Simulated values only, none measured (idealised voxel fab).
Documented hereafter: the process module known as voxel capacitor over wiring.
FYI the section here is cut, 295 nm wide, cells are 5 nm squares.
A cross-section is a grid of square cells, given in bands from the top down. A band is one or more rows of cells.
Look at the band entry: it leads with the top's height and the bottom's height in nm. Then it lists the materials left to right, with a width in nm for each. The word "edge to edge" on a single material says that material fills the band edge to edge. The word "empty" is empty space.
Height datum 0, below which the as-received substrate wafer is one material. Lowest band open at the bottom, running downward: "top 0, no bottom".
Graded width ("30 to 40"): value in top row of band = first number; value in bottom row = second number; row-to-row change constant.
Where a step carries "stayed the same", the cross-section came out of it unchanged, cell for cell.
Any empty space of 8 cells or more lacking an open way to the top shows up in "Voids, sealed" as width x height at distance, distance from the left edge, in nm.
It should be noted that, on the line of a given step, the content following the step's settings is a remark produced by the simulator itself with respect to that step.
overlay nm: how far to the right of its planned place the mask lay on this masked step (negative: to the left).
-- List of planned process steps
1,RECEIVE: material Si
2,CONFORMAL_DEP: material SiO2, thk nm 10
3,CONFORMAL_DEP: material SiCN, thk nm 5
4,DIRECTIONAL_DEP: material SiO2, thk nm 25
5,MASKED_ETCH: tone open, mask id METAL_1, width nm 20, pitch nm 85, etch materials SiO2, depth nm 25, overlay nm 0
6,MASKED_ETCH: tone open, mask id METAL_1, width nm 20, pitch nm 85, etch materials SiCN, depth nm 5, overlay nm 0
7,CONFORMAL_DEP: material TiN, thk nm 5
8,FILL_DEP: material W, thk nm 5
9,CMP: height nm 40
10,CONFORMAL_DEP: material SiCN, thk nm 5
11,DIRECTIONAL_DEP: material lowk, thk nm 10
12,DIRECTIONAL_DEP: material aC, thk nm 10
13,PATTERN: tone open, mask id PLUG_1, material resist, width nm 15, thk nm 30, overlay nm 0
14,DIRECTIONAL_ETCH: etch materials aC, depth nm 10
15,STRIP: etch materials resist
16,DIRECTIONAL_ETCH: etch materials lowk, depth nm 10
17,DIRECTIONAL_ETCH: etch materials SiCN, depth nm 5
18,STRIP: etch materials aC
19,EPI: material Ru, thk nm 10
20,EPI: material Ru, thk nm 5
21,DIRECTIONAL_DEP: material TiN, thk nm 10
22,DIRECTIONAL_DEP: material HfO2, thk nm 5
23,DIRECTIONAL_DEP: material TiN, thk nm 5
24,MASKED_ETCH: tone cover, mask id UPPER_PLATE, width nm 70, etch materials TiN, depth nm 5, overlay nm 0
25,MASKED_ETCH: tone cover, mask id UPPER_PLATE, width nm 70, etch materials HfO2, depth nm 5, overlay nm 0
26,MASKED_ETCH: tone cover, mask id LOWER_PLATE, width nm 80, etch materials TiN, depth nm 10, overlay nm 0
27,FILL_DEP: material SiO2, thk nm 15
28,CMP: height nm 85
29,PATTERN: tone open, mask id PLUG_2, material resist, width nm 15, thk nm 20, overlay nm 0
30,DIRECTIONAL_ETCH: etch materials SiO2, depth nm 10
31,STRIP: etch materials resist
32,CONFORMAL_DEP: material TiN, thk nm 5
33,FILL_DEP: material Ru, thk nm 5
34,CMP: height nm 85
35,CONFORMAL_DEP: material SiCN, thk nm 5
-- As received (post step 1): cross-section
> top 0, no bottom  Si edge to edge
> Voids, sealed: none
-- first wafer at the end, as planned
> top 90, bottom 85  SiCN edge to edge
> top 85, bottom 80  SiO2 110 nm / TiN 5 nm / Ru 5 nm / TiN 5 nm / SiO2 170 nm
> top 80, bottom 70  SiO2 110 to 100 nm / TiN 15 to 70 nm / SiO2 170 to 125 nm
> top 70, bottom 65  SiO2 100 nm / HfO2 70 nm / SiO2 125 nm
> top 65, bottom 55  SiO2 95 nm / TiN 80 nm / SiO2 120 nm
> top 55, bottom 45  lowk 100 nm / Ru 15 nm / lowk 180 nm
> top 45, bottom 40  SiCN 100 nm / Ru 15 nm / SiCN 180 nm
> top 40, bottom 15  SiO2 95 nm / TiN 5 nm / W 10 nm / TiN 5 nm / SiO2 65 nm / TiN 5 nm / W 10 nm / TiN 5 nm / SiO2 95 nm
> top 15, bottom 10  SiCN 95 nm / TiN 20 nm / SiCN 65 nm / TiN 20 nm / SiCN 95 nm
> top 10, bottom 0  SiO2 edge to edge
> top 0, no bottom  Si edge to edge
> Voids, sealed: none
-- Now the second wafer, cross-sectioned at the end of the module. Nothing different at the start, nothing different in the plan compared with the first, just one mistake when it was actually run
> top 90, bottom 85  SiCN edge to edge
> top 85, bottom 80  SiO2 100 nm / TiN 25 nm / SiO2 170 nm
> top 80, bottom 75  SiO2 100 nm / HfO2 25 nm / SiO2 170 nm
> top 75, bottom 70  SiO2 95 nm / TiN 75 nm / SiO2 125 nm
> top 70, bottom 65  SiO2 95 nm / TiN 30 nm / HfO2 45 nm / SiO2 125 nm
> top 65, bottom 55  SiO2 90 nm / Ru 35 nm / TiN 50 nm / SiO2 120 nm
> top 55, bottom 45  lowk 100 nm / Ru 15 nm / lowk 180 nm
> top 45, bottom 40  SiCN 100 nm / Ru 15 nm / SiCN 180 nm
> top 40, bottom 15  SiO2 95 nm / TiN 5 nm / W 10 nm / TiN 5 nm / SiO2 65 nm / TiN 5 nm / W 10 nm / TiN 5 nm / SiO2 95 nm
> top 15, bottom 10  SiCN 95 nm / TiN 20 nm / SiCN 65 nm / TiN 20 nm / SiCN 95 nm
> top 10, bottom 0  SiO2 edge to edge
> top 0, no bottom  Si edge to edge
> Voids, sealed: none
what went wrong: plan step 19 was conducted twice
The closing comparison, in cells, has the second wafer with more or fewer of some materials than the first: Ru +13 | SiO2 -8 | TiN -5
